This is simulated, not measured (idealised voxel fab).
process module | voxel capacitor over wiring
cross-section cut | 300 nm wide | cells 5 nm
A cross-section is a grid of square cells, given in bands from the top down. A band is one or more rows of cells.
Each band's line starts with the height of the band's top and of its bottom, in nm. Then come its materials from left to right, each with its width in nm. One material with "throughout" fills the band from edge to edge. "air" is empty space.
Height 0 is the level under which the wafer as received is all one material. The lowest band goes on downwards, as in "0 down".
A width such as "30 to 40" changes by the same amount from each row of cells to the next, from the band's top row to its bottom row.
"no change" after a step means that no cell of the cross-section changed.
closed voids: empty space of 8 cells or more with no open way to the top, each as width x height at its distance from the left edge, in nm
after a step's settings: what the simulator itself notes on the step
overlay nm, on a step with a mask: how far to the right of its planned place the mask lay; to the left if negative
plan
1 op RECEIVE | material Si
2 op CONFORMAL_DEP | material SiO2 | thk nm 10
3 op CONFORMAL_DEP | material SiN | thk nm 5
4 op DIRECTIONAL_DEP | material SiO2 | thk nm 15
5 op PATTERN | tone open | mask id METAL_1 | material resist | width nm 25 | pitch nm 90 | thk nm 20 | overlay nm 0
6 op DIRECTIONAL_ETCH | etch materials SiO2 | depth nm 15
7 op DIRECTIONAL_ETCH | etch materials SiN | depth nm 5
8 op STRIP | etch materials resist
9 op CONFORMAL_DEP | material TiN | thk nm 5
10 op FILL_DEP | material Cu | thk nm 5
11 op CMP | height nm 30
12 op CONFORMAL_DEP | material SiCN | thk nm 5
13 op DIRECTIONAL_DEP | material lowk | thk nm 10
14 op MASKED_ETCH | tone open | mask id PLUG_1 | width nm 15 | etch materials lowk | depth nm 10 | overlay nm 0
15 op MASKED_ETCH | tone open | mask id PLUG_1 | width nm 15 | etch materials SiCN | depth nm 5 | overlay nm 0
16 op EPI | material Ru | thk nm 10
17 op EPI | material Ru | thk nm 5
18 op DIRECTIONAL_DEP | material TiN | thk nm 5
19 op DIRECTIONAL_DEP | material HfO2 | thk nm 5
20 op DIRECTIONAL_DEP | material TiN | thk nm 5
21 op PATTERN | tone cover | mask id UPPER_PLATE | material resist | width nm 70 | thk nm 15 | overlay nm 0
22 op DIRECTIONAL_ETCH | etch materials TiN | depth nm 5
23 op DIRECTIONAL_ETCH | etch materials HfO2 | depth nm 5
24 op STRIP | etch materials resist
25 op MASKED_ETCH | tone cover | mask id LOWER_PLATE | width nm 80 | etch materials TiN | depth nm 5 | overlay nm 0
26 op FILL_DEP | material SiO2 | thk nm 20
27 op CMP | height nm 75
28 op MASKED_ETCH | tone open | mask id PLUG_2 | width nm 15 | etch materials SiO2 | depth nm 15 | overlay nm 0
29 op CONFORMAL_DEP | material TiN | thk nm 5
30 op FILL_DEP | material Cu | thk nm 5
31 op CMP | height nm 75
32 op CONFORMAL_DEP | material SiN | thk nm 5
as received, after step 1
  0 down: Si throughout
  closed voids: none
a wafer at the end: this start, this plan, one mistake
  80 to 75: SiN throughout
  75 to 70: SiO2 110 | TiN 5 | Cu 5 | TiN 5 | SiO2 175
  70 to 65: SiO2 110 | TiN 15 | SiO2 175
  65 to 60: SiO2 100 | TiN 5 | SiO2 5 | TiN 60 | SiO2 130
  60 to 55: SiO2 100 | HfO2 5 | TiN 5 | HfO2 60 | SiO2 130
  55 to 50: Ru 105 | HfO2 5 | Ru 190
  50 to 45: TiN 100 | Ru 15 | TiN 185
  45 to 40: lowk 100 | TiN 15 | lowk 185
  40 to 35: lowk 100 | Ru 15 | lowk 185
  35 to 30: SiCN 100 | Ru 15 | SiCN 185
  30 to 15: SiO2 90 | TiN 5 | Cu 15 | TiN 5 | SiO2 65 | TiN 5 | Cu 15 | TiN 5 | SiO2 95
  15 to 10: SiN 90 | TiN 25 | SiN 65 | TiN 25 | SiN 95
  10 to 0: SiO2 throughout
  0 down: Si throughout
  closed voids: none
what went wrong: steps 17 and 18 were swapped
